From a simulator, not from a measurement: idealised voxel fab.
Process module under the name voxel transistor to metal
For reference, the cross-section in this document is cut, with width 235 nm and square cells of 5 nm.
Cross-section format: a grid of square cells, given as bands from top to bottom; each band is one or more rows of cells.
Read a band's entry like this: the first values are the height of its top and the height of its bottom in nm, and what follows is the sequence of materials from left to right, each with its width in nm. Note that "air" is empty space, and that a single material marked "everywhere" reaches across the band from edge to edge.
A quick word on heights: they are counted from 0, and under that level the wafer as it came to us is one material throughout. The lowest band is different from the rest in having no bottom; it simply continues downward, written as in "0 down".
The expression "30 to 40" gives the width at the extremes of the band, the first number at its top row of cells and the second at its bottom row, with the width changing by equal amounts from each row to the next in between.
You'll sometimes find "remained unchanged" written for a step, and that's the way of saying that nowhere in the cross-section did a cell change during that step.
Heads up: "Fully closed voids" only lists the empty pockets with no open path to the top that are 8 cells or more, and it writes them as width x height at distance, distance from the left edge, in nm.
Heads up: the bit after the settings on a step's line is the simulator's remark on that step.
overlay nm: mask right of planned place by this much (step with mask). Neg. = left.
So the way this works: pairs, before and after one process step. The after picture only goes down to the lowest band that actually changed, nothing below. Step and its settings are under each pair. And watch out, pairs might come from different runs of this module, same starting wafer though, so a pair only follows on from the one above if its "Pre-step condition" entry tells you so.

Pre-step condition:
	70 to 45 = W everywhere
	45 to 40 = TiN everywhere
	40 to 30 = SiO2 25, TiN 5, W 5, TiN 5, SiO2 45, TiN 5, W 5, TiN 5, SiO2 30, TiN 5, W 5, TiN 5, SiO2 45, TiN 5, W 5, TiN 5, SiO2 30
	30 to 15 = SiO2 25, TiN 5, W 5, TiN 5, SiO2 5, SiN 5, SiO2 5, SiCN 15, SiO2 5, SiN 5, SiO2 5, TiN 5, W 5, TiN 5, SiO2 30, TiN 5, W 5, TiN 5, SiO2 5, SiN 5, SiO2 5, SiCN 15, SiO2 5, SiN 5, SiO2 5, TiN 5, W 5, TiN 5, SiO2 30
	15 to 0 = SiO2 25, TiN 5, W 5, TiN 5, SiO2 5, SiN 5, SiO2 5, polySi 15, SiO2 5, SiN 5, SiO2 5, TiN 5, W 5, TiN 5, SiO2 30, TiN 5, W 5, TiN 5, SiO2 5, SiN 5, SiO2 5, polySi 15, SiO2 5, SiN 5, SiO2 5, TiN 5, W 5, TiN 5, SiO2 30
	0 to -5 = SiO2 20, SiN 5, TiN 5, W 5, TiN 5, SiO2 5, SiN 5, SiO2 5, polySi 15, SiO2 5, SiN 5, SiO2 5, TiN 5, W 5, TiN 5, SiN 5, SiO2 20, SiN 5, TiN 5, W 5, TiN 5, SiO2 5, SiN 5, SiO2 5, polySi 15, SiO2 5, SiN 5, SiO2 5, TiN 5, W 5, TiN 5, SiN 5, SiO2 25
	-5 to -10 = SiO2 25, TiN 15, SiGe 5, SiO2 35, SiGe 5, TiN 15, SiO2 30, TiN 15, SiGe 5, SiO2 35, SiGe 5, TiN 15, SiO2 30
	-10 to -15 = SiO2 25, SiGe 20, Si 35, SiGe 20, SiO2 30, SiGe 20, Si 35, SiGe 20, SiO2 30
	-15 to -40 = SiO2 25, Si 75, SiO2 30, Si 75, SiO2 30
	-40 down = Si everywhere
	Fully closed voids: none

Structure After Step:
	70 to 45 = W 25, air 15, W 45, air 15, W 30, air 15, W 45, air 15, W 30
	Lower than 45, everything is as it was.
	Fully closed voids: none
The structure shown above changes from one cross-section to the other through MASKED_ETCH [tone open] [mask id METAL_1] [width nm 15] [etch materials W] [depth nm 25] [overlay nm 0]

Pre-step condition: it's just the after picture from the pair right above this one.

Structure After Step:
	80 to 70 = SiO2 everywhere
	70 to 45 = W 25, SiO2 15, W 45, SiO2 15, W 30, SiO2 15, W 45, SiO2 15, W 30
	Lower than 45, everything is as it was.
	Fully closed voids: none
The structure shown above changes from one cross-section to the other through FILL_DEP [material SiO2] [thk nm 10]

Pre-step condition: it's just the after picture from the pair right above this one.

Structure After Step:
	70 to 45 = W 25, SiO2 15, W 45, SiO2 15, W 30, SiO2 15, W 45, SiO2 15, W 30
	Lower than 45, everything is as it was.
	Fully closed voids: none
The structure shown above changes from one cross-section to the other through CMP [height nm 70]

Pre-step condition: it's just the after picture from the pair right above this one.

Structure After Step:
	75 to 70 = SiCN everywhere
	Lower than 70, everything is as it was.
	Fully closed voids: none
The structure shown above changes from one cross-section to the other through CONFORMAL_DEP [material SiCN] [thk nm 5]

Pre-step condition: it's just the after picture from the pair right above this one.

Structure After Step:
	105 to 75 = SiO2 everywhere
	Lower than 75, everything is as it was.
	Fully closed voids: none
The structure shown above changes from one cross-section to the other through DIRECTIONAL_DEP [material SiO2] [thk nm 30]

Pre-step condition: it's just the after picture from the pair right above this one.

Structure After Step:
	120 to 105 = resist 25, air 15, resist 90, air 15, resist 90
	Lower than 105, everything is as it was.
	Fully closed voids: none
The structure shown above changes from one cross-section to the other through PATTERN [tone open] [mask id METAL_2] [material resist] [width nm 15] [pitch nm 105] [thk nm 15] [overlay nm 0]

Pre-step condition: it's just the after picture from the pair right above this one.

Structure After Step:
	120 to 105 = resist 25, air 15, resist 90, air 15, resist 90
	105 to 90 = SiO2 25, air 15, SiO2 90, air 15, SiO2 90
	Lower than 90, everything is as it was.
	Fully closed voids: none
The structure shown above changes from one cross-section to the other through DIRECTIONAL_ETCH [etch materials SiO2] [depth nm 15]

Pre-step condition: it's just the after picture from the pair right above this one.

Structure After Step:
	105 to 90 = SiO2 25, air 15, SiO2 90, air 15, SiO2 90
	Lower than 90, everything is as it was.
	Fully closed voids: none
The structure shown above changes from one cross-section to the other through STRIP [etch materials resist]

Pre-step condition: it's just the after picture from the pair right above this one.

Structure After Step:
	125 to 105 = resist 25, air 15, resist 90, air 15, resist 90
	Lower than 105, everything is as it was.
	Fully closed voids: none
The structure shown above changes from one cross-section to the other through PATTERN [tone open] [mask id METAL_2_HOLES] [material resist] [width nm 15] [pitch nm 105] [thk nm 20] [overlay nm 0]

Pre-step condition: it's just the after picture from the pair right above this one.

Structure After Step:
	125 to 105 = resist 25, air 15, resist 90, air 15, resist 90
	105 to 75 = SiO2 25, air 15, SiO2 90, air 15, SiO2 90
	Lower than 75, everything is as it was.
	Fully closed voids: none
The structure shown above changes from one cross-section to the other through DIRECTIONAL_ETCH [etch materials SiO2] [depth nm 15]

Pre-step condition: it's just the after picture from the pair right above this one.

Structure After Step:
	125 to 105 = resist 25, air 15, resist 90, air 15, resist 90
	105 to 75 = SiO2 25, air 15, SiO2 90, air 15, SiO2 90
	75 to 70 = SiCN 25, air 15, SiCN 90, air 15, SiCN 90
	Lower than 70, everything is as it was.
	Fully closed voids: none
The structure shown above changes from one cross-section to the other through DIRECTIONAL_ETCH [etch materials SiCN] [depth nm 5]

Pre-step condition: it's just the after picture from the pair right above this one.

Structure After Step:
	105 to 75 = SiO2 25, air 15, SiO2 90, air 15, SiO2 90
	Lower than 75, everything is as it was.
	Fully closed voids: none
The structure shown above changes from one cross-section to the other through STRIP [etch materials resist]

Pre-step condition: it's just the after picture from the pair right above this one.

Structure After Step:
	110 to 105 = TiN 30, air 5, TiN 100, air 5, TiN 95
	105 to 75 = SiO2 25, TiN 5, air 5, TiN 5, SiO2 90, TiN 5, air 5, TiN 5, SiO2 90
	75 to 70 = SiCN 25, TiN 15, SiCN 90, TiN 15, SiCN 90
	Lower than 70, everything is as it was.
	Fully closed voids: none
The structure shown above changes from one cross-section to the other through CONFORMAL_DEP [material TiN] [thk nm 5]

Pre-step condition: it's just the after picture from the pair right above this one.

Structure After Step:
	115 to 110 = Ru everywhere
	110 to 105 = TiN 30, Ru 5, TiN 100, Ru 5, TiN 95
	105 to 75 = SiO2 25, TiN 5, Ru 5, TiN 5, SiO2 90, TiN 5, Ru 5, TiN 5, SiO2 90
	Lower than 75, everything is as it was.
	Fully closed voids: none
The structure shown above changes from one cross-section to the other through FILL_DEP [material Ru] [thk nm 5]

Pre-step condition: it's just the after picture from the pair right above this one.

Structure After Step:
	105 to 75 = SiO2 25, TiN 5, Ru 5, TiN 5, SiO2 90, TiN 5, Ru 5, TiN 5, SiO2 90
	Lower than 75, everything is as it was.
	Fully closed voids: none
The structure shown above changes from one cross-section to the other through CMP [height nm 105]

Pre-step condition: it's just the after picture from the pair right above this one.

Structure After Step:
	110 to 105 = SiCN everywhere
	Lower than 105, everything is as it was.
	Fully closed voids: none
The structure shown above changes from one cross-section to the other through CONFORMAL_DEP [material SiCN] [thk nm 5]
